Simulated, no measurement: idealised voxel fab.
process module | voxel self aligned contacts
cross-section cut | 185 nm wide | cells 5 nm
A cross-section is a grid of square cells, given in bands from the top down. A band is one or more rows of cells.
Each band's line starts with the height of the band's top and of its bottom, in nm. Then come its materials from left to right, each with its width in nm. One material with "throughout" fills the band from edge to edge. "air" is empty space.
Height 0 is the level under which the wafer as received is all one material. The lowest band goes on downwards, as in "0 down".
A width such as "30 to 40" changes by the same amount from each row of cells to the next, from the band's top row to its bottom row.
"no change" after a step means that no cell of the cross-section changed.
closed voids: empty space of 8 cells or more with no open way to the top, each as width x height at its distance from the left edge, in nm
after a step's settings: what the simulator itself notes on the step
overlay nm, on a step with a mask: how far to the right of its planned place the mask lay; to the left if negative
plan
1 op RECEIVE | material Si
2 op OXIDIZE | depth nm 5
3 op DIRECTIONAL_DEP | material polySi | thk nm 25
4 op DIRECTIONAL_DEP | material SiN | thk nm 25
5 op DIRECTIONAL_DEP | material aC | thk nm 10
6 op PATTERN | tone cover | mask id GATE | material resist | width nm 25 | pitch nm 65 | thk nm 30 | overlay nm 0
7 op DIRECTIONAL_ETCH | etch materials aC | depth nm 10
8 op STRIP | etch materials resist
9 op DIRECTIONAL_ETCH | etch materials SiN | depth nm 25
10 op DIRECTIONAL_ETCH | etch materials polySi | depth nm 25
11 op STRIP | etch materials aC
12 op CONFORMAL_DEP | material SiN | thk nm 10
13 op DIRECTIONAL_ETCH | etch materials SiN | depth nm 10
14 op FILL_DEP | material SiO2 | thk nm 20
15 op CMP | height nm 60
16 op MASKED_ETCH | tone open | mask id CONTACT | width nm 50 | pitch nm 65 | etch materials SiO2 | depth nm 65 | overlay nm 0
17 op CONFORMAL_DEP | material TiN | thk nm 5
18 op FILL_DEP | material W | thk nm 5
19 op CMP | height nm 60
20 op CONFORMAL_DEP | material SiCN | thk nm 5
first wafer, as planned
as received, after step 1
  0 down: Si throughout
  closed voids: none
after step 2
  0 to -5: SiO2 throughout
  below -5: unchanged
after step 3
  25 to 0: polySi throughout
  below 0: unchanged
after step 4
  50 to 25: SiN throughout
  below 25: unchanged
after step 5
  60 to 50: aC throughout
  below 50: unchanged
after step 6
  90 to 60: air 15 | resist 25 | air 40 | resist 25 | air 40 | resist 25 | air 15
  below 60: unchanged
after step 7
  80 to 60: air 15 | resist 25 | air 40 | resist 25 | air 40 | resist 25 | air 15
  60 to 50: air 15 | aC 25 | air 40 | aC 25 | air 40 | aC 25 | air 15
  below 50: unchanged
after step 8
  60 to 50: air 15 | aC 25 | air 40 | aC 25 | air 40 | aC 25 | air 15
  below 50: unchanged
after step 9
  60 to 50: air 15 | aC 25 | air 40 | aC 25 | air 40 | aC 25 | air 15
  50 to 25: air 15 | SiN 25 | air 40 | SiN 25 | air 40 | SiN 25 | air 15
  below 25: unchanged
after step 10
  60 to 50: air 15 | aC 25 | air 40 | aC 25 | air 40 | aC 25 | air 15
  50 to 25: air 15 | SiN 25 | air 40 | SiN 25 | air 40 | SiN 25 | air 15
  25 to 0: air 15 | polySi 25 | air 40 | polySi 25 | air 40 | polySi 25 | air 15
  below 0: unchanged
after step 11
  50 to 25: air 15 | SiN 25 | air 40 | SiN 25 | air 40 | SiN 25 | air 15
  below 25: unchanged
after step 12
  60 to 25: air 5 | SiN 45 | air 20 | SiN 45 | air 20 | SiN 45 | air 5
  25 to 10: air 5 | SiN 10 | polySi 25 | SiN 10 | air 20 | SiN 10 | polySi 25 | SiN 10 | air 20 | SiN 10 | polySi 25 | SiN 10 | air 5
  10 to 0: SiN 15 | polySi 25 | SiN 40 | polySi 25 | SiN 40 | polySi 25 | SiN 15
  below 0: unchanged
after step 13
  50 to 25: air 5 | SiN 45 | air 20 | SiN 45 | air 20 | SiN 45 | air 5
  25 to 0: air 5 | SiN 10 | polySi 25 | SiN 10 | air 20 | SiN 10 | polySi 25 | SiN 10 | air 20 | SiN 10 | polySi 25 | SiN 10 | air 5
  below 0: unchanged
after step 14
  70 to 50: SiO2 throughout
  50 to 25: SiO2 5 | SiN 45 | SiO2 20 | SiN 45 | SiO2 20 | SiN 45 | SiO2 5
  25 to 0: SiO2 5 | SiN 10 | polySi 25 | SiN 10 | SiO2 20 | SiN 10 | polySi 25 | SiN 10 | SiO2 20 | SiN 10 | polySi 25 | SiN 10 | SiO2 5
  below 0: unchanged
after step 15
  60 to 50: SiO2 throughout
  below 50: unchanged
after step 16
  60 to 50: SiO2 35 | air 50 | SiO2 15 | air 50 | SiO2 35
  50 to 25: SiO2 5 | SiN 45 | air 20 | SiN 45 | air 20 | SiN 45 | SiO2 5
  25 to 0: SiO2 5 | SiN 10 | polySi 25 | SiN 10 | air 20 | SiN 10 | polySi 25 | SiN 10 | air 20 | SiN 10 | polySi 25 | SiN 10 | SiO2 5
  0 to -5: SiO2 50 | air 20 | SiO2 45 | air 20 | SiO2 50
  below -5: unchanged
after step 17
  65 to 60: TiN 40 | air 40 | TiN 25 | air 40 | TiN 40
  60 to 50: SiO2 35 | TiN 5 to 20 | air 40 to 10 | TiN 5 to 20 | SiO2 15 | TiN 5 to 20 | air 40 to 10 | TiN 5 to 20 | SiO2 35
  50 to 25: SiO2 5 | SiN 45 | TiN 5 | air 10 | TiN 5 | SiN 45 | TiN 5 | air 10 | TiN 5 | SiN 45 | SiO2 5
  25 to 0: SiO2 5 | SiN 10 | polySi 25 | SiN 10 | TiN 5 | air 10 | TiN 5 | SiN 10 | polySi 25 | SiN 10 | TiN 5 | air 10 | TiN 5 | SiN 10 | polySi 25 | SiN 10 | SiO2 5
  0 to -5: SiO2 50 | TiN 20 | SiO2 45 | TiN 20 | SiO2 50
  below -5: unchanged
after step 18
  70 to 65: W throughout
  65 to 60: TiN 40 | W 40 | TiN 25 | W 40 | TiN 40
  60 to 50: SiO2 35 | TiN 5 to 20 | W 40 to 10 | TiN 5 to 20 | SiO2 15 | TiN 5 to 20 | W 40 to 10 | TiN 5 to 20 | SiO2 35
  50 to 25: SiO2 5 | SiN 45 | TiN 5 | W 10 | TiN 5 | SiN 45 | TiN 5 | W 10 | TiN 5 | SiN 45 | SiO2 5
  25 to 0: SiO2 5 | SiN 10 | polySi 25 | SiN 10 | TiN 5 | W 10 | TiN 5 | SiN 10 | polySi 25 | SiN 10 | TiN 5 | W 10 | TiN 5 | SiN 10 | polySi 25 | SiN 10 | SiO2 5
  below 0: unchanged
after step 19
  60 to 50: SiO2 35 | TiN 5 to 20 | W 40 to 10 | TiN 5 to 20 | SiO2 15 | TiN 5 to 20 | W 40 to 10 | TiN 5 to 20 | SiO2 35
  below 50: unchanged
after step 20
  65 to 60: SiCN throughout
  below 60: unchanged
second wafer: like start, like plan, one mistake. Through step 11 it matches the first wafer
when step 12 should have ended: no change
when step 13 should have ended
  40 to 25: air 15 | SiN 25 | air 40 | SiN 25 | air 40 | SiN 25 | air 15
  below 25: unchanged
when step 14 should have ended
  60 to 40: SiO2 throughout
  40 to 25: SiO2 15 | SiN 25 | SiO2 40 | SiN 25 | SiO2 40 | SiN 25 | SiO2 15
  25 to 0: SiO2 15 | polySi 25 | SiO2 40 | polySi 25 | SiO2 40 | polySi 25 | SiO2 15
  below 0: unchanged
when step 15 should have ended: no change
when step 16 should have ended
  60 to 40: SiO2 35 | air 50 | SiO2 15 | air 50 | SiO2 35
  40 to 25: SiO2 15 | SiN 25 | air 40 | SiN 25 | air 40 | SiN 25 | SiO2 15
  25 to 0: SiO2 15 | polySi 25 | air 40 | polySi 25 | air 40 | polySi 25 | SiO2 15
  0 to -5: SiO2 40 | air 40 | SiO2 25 | air 40 | SiO2 40
  below -5: unchanged
when step 17 should have ended
  65 to 60: TiN 40 | air 40 | TiN 25 | air 40 | TiN 40
  60 to 45: SiO2 35 | TiN 5 | air 40 | TiN 5 | SiO2 15 | TiN 5 | air 40 | TiN 5 | SiO2 35
  45 to 40: SiO2 35 | TiN 10 | air 30 | TiN 10 | SiO2 15 | TiN 10 | air 30 | TiN 10 | SiO2 35
  40 to 25: SiO2 15 | SiN 25 | TiN 5 | air 30 | TiN 5 | SiN 25 | TiN 5 | air 30 | TiN 5 | SiN 25 | SiO2 15
  25 to 0: SiO2 15 | polySi 25 | TiN 5 | air 30 | TiN 5 | polySi 25 | TiN 5 | air 30 | TiN 5 | polySi 25 | SiO2 15
  0 to -5: SiO2 40 | TiN 40 | SiO2 25 | TiN 40 | SiO2 40
  below -5: unchanged
when step 18 should have ended
  70 to 65: W throughout
  65 to 60: TiN 40 | W 40 | TiN 25 | W 40 | TiN 40
  60 to 45: SiO2 35 | TiN 5 | W 40 | TiN 5 | SiO2 15 | TiN 5 | W 40 | TiN 5 | SiO2 35
  45 to 40: SiO2 35 | TiN 10 | W 30 | TiN 10 | SiO2 15 | TiN 10 | W 30 | TiN 10 | SiO2 35
  40 to 25: SiO2 15 | SiN 25 | TiN 5 | W 30 | TiN 5 | SiN 25 | TiN 5 | W 30 | TiN 5 | SiN 25 | SiO2 15
  25 to 0: SiO2 15 | polySi 25 | TiN 5 | W 30 | TiN 5 | polySi 25 | TiN 5 | W 30 | TiN 5 | polySi 25 | SiO2 15
  below 0: unchanged
when step 19 should have ended
  60 to 45: SiO2 35 | TiN 5 | W 40 | TiN 5 | SiO2 15 | TiN 5 | W 40 | TiN 5 | SiO2 35
  below 45: unchanged
when step 20 should have ended
  65 to 60: SiCN throughout
  below 60: unchanged
what went wrong: step 12 was left out
at the end the second wafer has, in cells: 150 fewer of SiN | 54 more of SiO2 | 96 more of W
